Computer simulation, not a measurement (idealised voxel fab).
Herein follows the process module entitled voxel wiring stack.
Displayed cross-section: cut, width of 195 nm, square cells sized 5 nm.
In this document a cross-section is written as a grid of square cells. It is given as a series of bands, listed from the top down, and a band is one or more rows of cells. What a band's entry tells you: where the top is and where the bottom is, as heights in nm, and after that what lies inside, material by material from left to right, each with its width in nm. Empty space is written as the word "empty", and a single material marked with the word "everywhere" occupies the band from edge to edge. Heights are reckoned from 0. Under this level, the received wafer is all of one material. The bottommost band is open-ended downward, for example "0 nm and below". The width entry "30 to 40" should be interpreted row by row: the top row of cells in the band takes the first number, the bottom row takes the second number, and the change between adjacent rows is uniform throughout. Any step labelled "remained unchanged" changed none of the cells in the cross-section. Closed-off voids of 8+ cells (no open route to the top) go in "Trapped cavities", written width x height at distance from the left edge, in nm. That trailing text on a step's line, after the settings, is the simulator's own remark on the step. Regarding "overlay nm": on a step with a mask, it is the distance the mask lay to the right of its planned place; a negative value places it to the left.

**Here's what the planned process steps look like**
1) RECEIVE (material Si)
2) CONFORMAL_DEP (material SiO2; thk nm 15)
3) DIRECTIONAL_DEP (material TiN; thk nm 5)
4) DIRECTIONAL_DEP (material Ru; thk nm 15)
5) PATTERN (tone cover; mask id METAL_1; material resist; width nm 30; pitch nm 45; thk nm 20; overlay nm 0)
6) DIRECTIONAL_ETCH (etch materials Ru; depth nm 15)
7) DIRECTIONAL_ETCH (etch materials TiN; depth nm 5)
8) STRIP (etch materials resist)
9) CONFORMAL_DEP (material SiCN; thk nm 5)
10) FILL_DEP (material SiO2; thk nm 5)
11) CMP (height nm 35)
12) CONFORMAL_DEP (material SiCN; thk nm 5)
13) DIRECTIONAL_DEP (material SiO2; thk nm 20)
14) PATTERN (tone open; mask id PLUG_1; material resist; width nm 15; pitch nm 90; thk nm 15; overlay nm 0)
15) DIRECTIONAL_ETCH (etch materials SiO2; depth nm 20)
16) DIRECTIONAL_ETCH (etch materials SiCN; depth nm 5)
17) STRIP (etch materials resist)
18) EPI (material Ru; thk nm 10)
19) EPI (material Ru; thk nm 10)
20) EPI (material Ru; thk nm 5)
21) DIRECTIONAL_DEP (material TiN; thk nm 5)
22) DIRECTIONAL_DEP (material Ru; thk nm 20)
23) MASKED_ETCH (tone cover; mask id METAL_2; width nm 30; pitch nm 45; etch materials Ru; depth nm 20; overlay nm 0)
24) MASKED_ETCH (tone cover; mask id METAL_2; width nm 30; pitch nm 45; etch materials TiN; depth nm 5; overlay nm 0)
25) FILL_DEP (material SiO2; thk nm 10)
26) CMP (height nm 85)
27) CONFORMAL_DEP (material SiN; thk nm 5)

**Incoming wafer in cross-section (state: after step 1)**
    0 nm and below = Si everywhere
    Trapped cavities: none

**Cross-section, end of module. Start: as above. Plan: as above. Execution: one mistake**
    90 nm to 85 nm = SiN everywhere
    85 nm to 65 nm = SiO2 15 nm  Ru 30 nm  SiO2 15 nm  Ru 30 nm  SiO2 15 nm  Ru 30 nm  SiO2 15 nm  Ru 30 nm  SiO2 15 nm
    65 nm to 60 nm = SiO2 15 nm  TiN 30 nm  SiO2 15 nm  TiN 30 nm  SiO2 15 nm  TiN 30 nm  SiO2 15 nm  TiN 30 nm  SiO2 15 nm
    60 nm to 40 nm = SiO2 20 nm  Ru 15 nm  SiO2 75 nm  Ru 15 nm  SiO2 70 nm
    40 nm to 35 nm = SiCN 20 nm  Ru 15 nm  SiCN 75 nm  Ru 15 nm  SiCN 70 nm
    35 nm to 20 nm = SiO2 10 nm  SiCN 5 nm  Ru 30 nm  SiCN 5 nm  SiO2 5 nm  SiCN 5 nm  Ru 30 nm  SiCN 5 nm  SiO2 5 nm  SiCN 5 nm  Ru 30 nm  SiCN 5 nm  SiO2 5 nm  SiCN 5 nm  Ru 30 nm  SiCN 5 nm  SiO2 10 nm
    20 nm to 15 nm = SiCN 15 nm  TiN 30 nm  SiCN 15 nm  TiN 30 nm  SiCN 15 nm  TiN 30 nm  SiCN 15 nm  TiN 30 nm  SiCN 15 nm
    15 nm to 0 nm = SiO2 everywhere
    0 nm and below = Si everywhere
    Trapped cavities: none
Plan not followed: step 14 changed vs plan, executed as PATTERN (tone open; mask id PLUG_1; material resist; width nm 15; pitch nm 90; thk nm 15; overlay nm 5)
